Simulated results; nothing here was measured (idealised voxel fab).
Module name: voxel trench capacitor (process module)
Cross-section cut spans 290 nm and uses square cells 5 nm in size.
Heads up, the way a cross-section reads in here is a grid of square cells, handed over as bands from the top down, with every band being one or more rows of cells.
First you get the band's top height and its bottom height, in nm, and then the materials it's made of, left to right, with each width in nm. If you see a single material with "full width", that one covers the band edge to edge. "empty" is empty space.
Heights are measured from 0, the level below which the as-received wafer is all one material; the lowest band has no bottom and continues downward, written as in "0 down".
Note: "30->40" means the width goes from the first number (top row of the band) to the second number (bottom row) in equal steps per row of cells.
For the purposes of this document, the phrase "no change occurred" attached to a step denotes that no cell within the cross-section was modified by that step.
"Sealed-off cavities" enumerates empty spaces isolated from the top, with no open way to it, that contain at least 8 cells, giving each as width x height at distance from the left edge, all three in nm.
Past the settings on a step's line: simulator remark, on that step.
When a step includes a mask, the "overlay nm" setting on its line states how far to the right of its planned place that mask lay, and negative values state how far to the left.
**Here's what the planned process steps look like**
1,RECEIVE: material Si
2,CONFORMAL_DEP: material SiN, thk nm 10
3,DIRECTIONAL_DEP: material aC, thk nm 15
4,PATTERN: tone open, mask id TRENCH, material resist, width nm 25, pitch nm 50, thk nm 30, overlay nm 0
5,DIRECTIONAL_ETCH: etch materials aC, depth nm 15
6,STRIP: etch materials resist
7,DIRECTIONAL_ETCH: etch materials SiN, depth nm 10
8,DIRECTIONAL_ETCH: etch materials Si, depth nm 40
9,STRIP: etch materials aC
10,CONFORMAL_DEP: material HfO2, thk nm 5
11,CONFORMAL_DEP: material TiN, thk nm 5
12,FILL_DEP: material W, thk nm 5
13,CMP: height nm 10
**Wafer, first of two, run as planned**
**Cross-section, incoming material, after step 1**
	0 down  Si full width
	Sealed-off cavities: none
**Wafer xsec, post step 2**
	10 to 0  SiN full width
	Everything under 0 stays put, no change at all.
**Wafer xsec, post step 3**
	25 to 10  aC full width
	Everything under 10 stays put, no change at all.
**Wafer xsec, post step 4**
	55 to 25  resist 55 nm, empty 25 nm, resist 25 nm, empty 25 nm, resist 25 nm, empty 25 nm, resist 25 nm, empty 25 nm, resist 60 nm
	Everything under 25 stays put, no change at all.
**Wafer xsec, post step 5**
	40 to 25  resist 55 nm, empty 25 nm, resist 25 nm, empty 25 nm, resist 25 nm, empty 25 nm, resist 25 nm, empty 25 nm, resist 60 nm
	25 to 10  aC 55 nm, empty 25 nm, aC 25 nm, empty 25 nm, aC 25 nm, empty 25 nm, aC 25 nm, empty 25 nm, aC 60 nm
	Everything under 10 stays put, no change at all.
**Wafer xsec, post step 6**
	25 to 10  aC 55 nm, empty 25 nm, aC 25 nm, empty 25 nm, aC 25 nm, empty 25 nm, aC 25 nm, empty 25 nm, aC 60 nm
	Everything under 10 stays put, no change at all.
**Wafer xsec, post step 7**
	25 to 10  aC 55 nm, empty 25 nm, aC 25 nm, empty 25 nm, aC 25 nm, empty 25 nm, aC 25 nm, empty 25 nm, aC 60 nm
	10 to 0  SiN 55 nm, empty 25 nm, SiN 25 nm, empty 25 nm, SiN 25 nm, empty 25 nm, SiN 25 nm, empty 25 nm, SiN 60 nm
	Everything under 0 stays put, no change at all.
**Wafer xsec, post step 8**
	25 to 10  aC 55 nm, empty 25 nm, aC 25 nm, empty 25 nm, aC 25 nm, empty 25 nm, aC 25 nm, empty 25 nm, aC 60 nm
	10 to 0  SiN 55 nm, empty 25 nm, SiN 25 nm, empty 25 nm, SiN 25 nm, empty 25 nm, SiN 25 nm, empty 25 nm, SiN 60 nm
	0 to -40  Si 55 nm, empty 25 nm, Si 25 nm, empty 25 nm, Si 25 nm, empty 25 nm, Si 25 nm, empty 25 nm, Si 60 nm
	Everything under -40 stays put, no change at all.
**Wafer xsec, post step 9**
	10 to 0  SiN 55 nm, empty 25 nm, SiN 25 nm, empty 25 nm, SiN 25 nm, empty 25 nm, SiN 25 nm, empty 25 nm, SiN 60 nm
	Everything under 0 stays put, no change at all.
**Wafer xsec, post step 10**
	15 to 10  HfO2 60 nm, empty 15 nm, HfO2 35 nm, empty 15 nm, HfO2 35 nm, empty 15 nm, HfO2 35 nm, empty 15 nm, HfO2 65 nm
	10 to 0  SiN 55 nm, HfO2 5 nm, empty 15 nm, HfO2 5 nm, SiN 25 nm, HfO2 5 nm, empty 15 nm, HfO2 5 nm, SiN 25 nm, HfO2 5 nm, empty 15 nm, HfO2 5 nm, SiN 25 nm, HfO2 5 nm, empty 15 nm, HfO2 5 nm, SiN 60 nm
	0 to -35  Si 55 nm, HfO2 5 nm, empty 15 nm, HfO2 5 nm, Si 25 nm, HfO2 5 nm, empty 15 nm, HfO2 5 nm, Si 25 nm, HfO2 5 nm, empty 15 nm, HfO2 5 nm, Si 25 nm, HfO2 5 nm, empty 15 nm, HfO2 5 nm, Si 60 nm
	-35 to -40  Si 55 nm, HfO2 25 nm, Si 25 nm, HfO2 25 nm, Si 25 nm, HfO2 25 nm, Si 25 nm, HfO2 25 nm, Si 60 nm
	Everything under -40 stays put, no change at all.
**Wafer xsec, post step 11**
	20 to 15  TiN 65 nm, empty 5 nm, TiN 45 nm, empty 5 nm, TiN 45 nm, empty 5 nm, TiN 45 nm, empty 5 nm, TiN 70 nm
	15 to 10  HfO2 60 nm, TiN 5 nm, empty 5 nm, TiN 5 nm, HfO2 35 nm, TiN 5 nm, empty 5 nm, TiN 5 nm, HfO2 35 nm, TiN 5 nm, empty 5 nm, TiN 5 nm, HfO2 35 nm, TiN 5 nm, empty 5 nm, TiN 5 nm, HfO2 65 nm
	10 to 0  SiN 55 nm, HfO2 5 nm, TiN 5 nm, empty 5 nm, TiN 5 nm, HfO2 5 nm, SiN 25 nm, HfO2 5 nm, TiN 5 nm, empty 5 nm, TiN 5 nm, HfO2 5 nm, SiN 25 nm, HfO2 5 nm, TiN 5 nm, empty 5 nm, TiN 5 nm, HfO2 5 nm, SiN 25 nm, HfO2 5 nm, TiN 5 nm, empty 5 nm, TiN 5 nm, HfO2 5 nm, SiN 60 nm
	0 to -30  Si 55 nm, HfO2 5 nm, TiN 5 nm, empty 5 nm, TiN 5 nm, HfO2 5 nm, Si 25 nm, HfO2 5 nm, TiN 5 nm, empty 5 nm, TiN 5 nm, HfO2 5 nm, Si 25 nm, HfO2 5 nm, TiN 5 nm, empty 5 nm, TiN 5 nm, HfO2 5 nm, Si 25 nm, HfO2 5 nm, TiN 5 nm, empty 5 nm, TiN 5 nm, HfO2 5 nm, Si 60 nm
	-30 to -35  Si 55 nm, HfO2 5 nm, TiN 15 nm, HfO2 5 nm, Si 25 nm, HfO2 5 nm, TiN 15 nm, HfO2 5 nm, Si 25 nm, HfO2 5 nm, TiN 15 nm, HfO2 5 nm, Si 25 nm, HfO2 5 nm, TiN 15 nm, HfO2 5 nm, Si 60 nm
	Everything under -35 stays put, no change at all.
**Wafer xsec, post step 12**
	25 to 20  W full width
	20 to 15  TiN 65 nm, W 5 nm, TiN 45 nm, W 5 nm, TiN 45 nm, W 5 nm, TiN 45 nm, W 5 nm, TiN 70 nm
	15 to 10  HfO2 60 nm, TiN 5 nm, W 5 nm, TiN 5 nm, HfO2 35 nm, TiN 5 nm, W 5 nm, TiN 5 nm, HfO2 35 nm, TiN 5 nm, W 5 nm, TiN 5 nm, HfO2 35 nm, TiN 5 nm, W 5 nm, TiN 5 nm, HfO2 65 nm
	10 to 0  SiN 55 nm, HfO2 5 nm, TiN 5 nm, W 5 nm, TiN 5 nm, HfO2 5 nm, SiN 25 nm, HfO2 5 nm, TiN 5 nm, W 5 nm, TiN 5 nm, HfO2 5 nm, SiN 25 nm, HfO2 5 nm, TiN 5 nm, W 5 nm, TiN 5 nm, HfO2 5 nm, SiN 25 nm, HfO2 5 nm, TiN 5 nm, W 5 nm, TiN 5 nm, HfO2 5 nm, SiN 60 nm
	0 to -30  Si 55 nm, HfO2 5 nm, TiN 5 nm, W 5 nm, TiN 5 nm, HfO2 5 nm, Si 25 nm, HfO2 5 nm, TiN 5 nm, W 5 nm, TiN 5 nm, HfO2 5 nm, Si 25 nm, HfO2 5 nm, TiN 5 nm, W 5 nm, TiN 5 nm, HfO2 5 nm, Si 25 nm, HfO2 5 nm, TiN 5 nm, W 5 nm, TiN 5 nm, HfO2 5 nm, Si 60 nm
	Everything under -30 stays put, no change at all.
**Wafer xsec, post step 13**
	10 to 0  SiN 55 nm, HfO2 5 nm, TiN 5 nm, W 5 nm, TiN 5 nm, HfO2 5 nm, SiN 25 nm, HfO2 5 nm, TiN 5 nm, W 5 nm, TiN 5 nm, HfO2 5 nm, SiN 25 nm, HfO2 5 nm, TiN 5 nm, W 5 nm, TiN 5 nm, HfO2 5 nm, SiN 25 nm, HfO2 5 nm, TiN 5 nm, W 5 nm, TiN 5 nm, HfO2 5 nm, SiN 60 nm
	Everything under 0 stays put, no change at all.
**It is to be noted that the second wafer proceeded from the same initial state and according to the same plan as the first, although one mistake was committed in its execution; through step 1, inclusive, the two wafers share an identical history**
**Cross-sectional view of the second wafer at the intended end time of process step 2**
	5 to 0  SiN full width
	Everything under 0 stays put, no change at all.
**Cross-sectional view of the second wafer at the intended end time of process step 3**
	20 to 5  aC full width
	Everything under 5 stays put, no change at all.
**Cross-sectional view of the second wafer at the intended end time of process step 4**
	50 to 20  resist 55 nm, empty 25 nm, resist 25 nm, empty 25 nm, resist 25 nm, empty 25 nm, resist 25 nm, empty 25 nm, resist 60 nm
	Everything under 20 stays put, no change at all.
**Cross-sectional view of the second wafer at the intended end time of process step 5**
	35 to 20  resist 55 nm, empty 25 nm, resist 25 nm, empty 25 nm, resist 25 nm, empty 25 nm, resist 25 nm, empty 25 nm, resist 60 nm
	20 to 5  aC 55 nm, empty 25 nm, aC 25 nm, empty 25 nm, aC 25 nm, empty 25 nm, aC 25 nm, empty 25 nm, aC 60 nm
	Everything under 5 stays put, no change at all.
**Cross-sectional view of the second wafer at the intended end time of process step 6**
	20 to 5  aC 55 nm, empty 25 nm, aC 25 nm, empty 25 nm, aC 25 nm, empty 25 nm, aC 25 nm, empty 25 nm, aC 60 nm
	Everything under 5 stays put, no change at all.
**Cross-sectional view of the second wafer at the intended end time of process step 7**
	20 to 5  aC 55 nm, empty 25 nm, aC 25 nm, empty 25 nm, aC 25 nm, empty 25 nm, aC 25 nm, empty 25 nm, aC 60 nm
	5 to 0  SiN 55 nm, empty 25 nm, SiN 25 nm, empty 25 nm, SiN 25 nm, empty 25 nm, SiN 25 nm, empty 25 nm, SiN 60 nm
	Everything under 0 stays put, no change at all.
**Cross-sectional view of the second wafer at the intended end time of process step 8**
	20 to 5  aC 55 nm, empty 25 nm, aC 25 nm, empty 25 nm, aC 25 nm, empty 25 nm, aC 25 nm, empty 25 nm, aC 60 nm
	5 to 0  SiN 55 nm, empty 25 nm, SiN 25 nm, empty 25 nm, SiN 25 nm, empty 25 nm, SiN 25 nm, empty 25 nm, SiN 60 nm
	0 to -40  Si 55 nm, empty 25 nm, Si 25 nm, empty 25 nm, Si 25 nm, empty 25 nm, Si 25 nm, empty 25 nm, Si 60 nm
	Everything under -40 stays put, no change at all.
**Cross-sectional view of the second wafer at the intended end time of process step 9**
	5 to 0  SiN 55 nm, empty 25 nm, SiN 25 nm, empty 25 nm, SiN 25 nm, empty 25 nm, SiN 25 nm, empty 25 nm, SiN 60 nm
	Everything under 0 stays put, no change at all.
**Cross-sectional view of the second wafer at the intended end time of process step 10**
	10 to 5  HfO2 60 nm, empty 15 nm, HfO2 35 nm, empty 15 nm, HfO2 35 nm, empty 15 nm, HfO2 35 nm, empty 15 nm, HfO2 65 nm
	5 to 0  SiN 55 nm, HfO2 5 nm, empty 15 nm, HfO2 5 nm, SiN 25 nm, HfO2 5 nm, empty 15 nm, HfO2 5 nm, SiN 25 nm, HfO2 5 nm, empty 15 nm, HfO2 5 nm, SiN 25 nm, HfO2 5 nm, empty 15 nm, HfO2 5 nm, SiN 60 nm
	0 to -35  Si 55 nm, HfO2 5 nm, empty 15 nm, HfO2 5 nm, Si 25 nm, HfO2 5 nm, empty 15 nm, HfO2 5 nm, Si 25 nm, HfO2 5 nm, empty 15 nm, HfO2 5 nm, Si 25 nm, HfO2 5 nm, empty 15 nm, HfO2 5 nm, Si 60 nm
	-35 to -40  Si 55 nm, HfO2 25 nm, Si 25 nm, HfO2 25 nm, Si 25 nm, HfO2 25 nm, Si 25 nm, HfO2 25 nm, Si 60 nm
	Everything under -40 stays put, no change at all.
**Cross-sectional view of the second wafer at the intended end time of process step 11**
	15 to 10  TiN 65 nm, empty 5 nm, TiN 45 nm, empty 5 nm, TiN 45 nm, empty 5 nm, TiN 45 nm, empty 5 nm, TiN 70 nm
	10 to 5  HfO2 60 nm, TiN 5 nm, empty 5 nm, TiN 5 nm, HfO2 35 nm, TiN 5 nm, empty 5 nm, TiN 5 nm, HfO2 35 nm, TiN 5 nm, empty 5 nm, TiN 5 nm, HfO2 35 nm, TiN 5 nm, empty 5 nm, TiN 5 nm, HfO2 65 nm
	5 to 0  SiN 55 nm, HfO2 5 nm, TiN 5 nm, empty 5 nm, TiN 5 nm, HfO2 5 nm, SiN 25 nm, HfO2 5 nm, TiN 5 nm, empty 5 nm, TiN 5 nm, HfO2 5 nm, SiN 25 nm, HfO2 5 nm, TiN 5 nm, empty 5 nm, TiN 5 nm, HfO2 5 nm, SiN 25 nm, HfO2 5 nm, TiN 5 nm, empty 5 nm, TiN 5 nm, HfO2 5 nm, SiN 60 nm
	0 to -30  Si 55 nm, HfO2 5 nm, TiN 5 nm, empty 5 nm, TiN 5 nm, HfO2 5 nm, Si 25 nm, HfO2 5 nm, TiN 5 nm, empty 5 nm, TiN 5 nm, HfO2 5 nm, Si 25 nm, HfO2 5 nm, TiN 5 nm, empty 5 nm, TiN 5 nm, HfO2 5 nm, Si 25 nm, HfO2 5 nm, TiN 5 nm, empty 5 nm, TiN 5 nm, HfO2 5 nm, Si 60 nm
	-30 to -35  Si 55 nm, HfO2 5 nm, TiN 15 nm, HfO2 5 nm, Si 25 nm, HfO2 5 nm, TiN 15 nm, HfO2 5 nm, Si 25 nm, HfO2 5 nm, TiN 15 nm, HfO2 5 nm, Si 25 nm, HfO2 5 nm, TiN 15 nm, HfO2 5 nm, Si 60 nm
	Everything under -35 stays put, no change at all.
**Cross-sectional view of the second wafer at the intended end time of process step 12**
	20 to 15  W full width
	15 to 10  TiN 65 nm, W 5 nm, TiN 45 nm, W 5 nm, TiN 45 nm, W 5 nm, TiN 45 nm, W 5 nm, TiN 70 nm
	10 to 5  HfO2 60 nm, TiN 5 nm, W 5 nm, TiN 5 nm, HfO2 35 nm, TiN 5 nm, W 5 nm, TiN 5 nm, HfO2 35 nm, TiN 5 nm, W 5 nm, TiN 5 nm, HfO2 35 nm, TiN 5 nm, W 5 nm, TiN 5 nm, HfO2 65 nm
	5 to 0  SiN 55 nm, HfO2 5 nm, TiN 5 nm, W 5 nm, TiN 5 nm, HfO2 5 nm, SiN 25 nm, HfO2 5 nm, TiN 5 nm, W 5 nm, TiN 5 nm, HfO2 5 nm, SiN 25 nm, HfO2 5 nm, TiN 5 nm, W 5 nm, TiN 5 nm, HfO2 5 nm, SiN 25 nm, HfO2 5 nm, TiN 5 nm, W 5 nm, TiN 5 nm, HfO2 5 nm, SiN 60 nm
	0 to -30  Si 55 nm, HfO2 5 nm, TiN 5 nm, W 5 nm, TiN 5 nm, HfO2 5 nm, Si 25 nm, HfO2 5 nm, TiN 5 nm, W 5 nm, TiN 5 nm, HfO2 5 nm, Si 25 nm, HfO2 5 nm, TiN 5 nm, W 5 nm, TiN 5 nm, HfO2 5 nm, Si 25 nm, HfO2 5 nm, TiN 5 nm, W 5 nm, TiN 5 nm, HfO2 5 nm, Si 60 nm
	Everything under -30 stays put, no change at all.
**Cross-sectional view of the second wafer at the intended end time of process step 13**
	10 to 5  HfO2 60 nm, TiN 5 nm, W 5 nm, TiN 5 nm, HfO2 35 nm, TiN 5 nm, W 5 nm, TiN 5 nm, HfO2 35 nm, TiN 5 nm, W 5 nm, TiN 5 nm, HfO2 35 nm, TiN 5 nm, W 5 nm, TiN 5 nm, HfO2 65 nm
	Everything under 5 stays put, no change at all.
It is concluded that the wafer was processed incorrectly with respect to the plan, in that for step 2, the planned setting was not used; the step was instead run as CONFORMAL_DEP: material SiN, thk nm 5
Cell-count delta at end, second wafer over first, by material: HfO2 +38, SiN -38
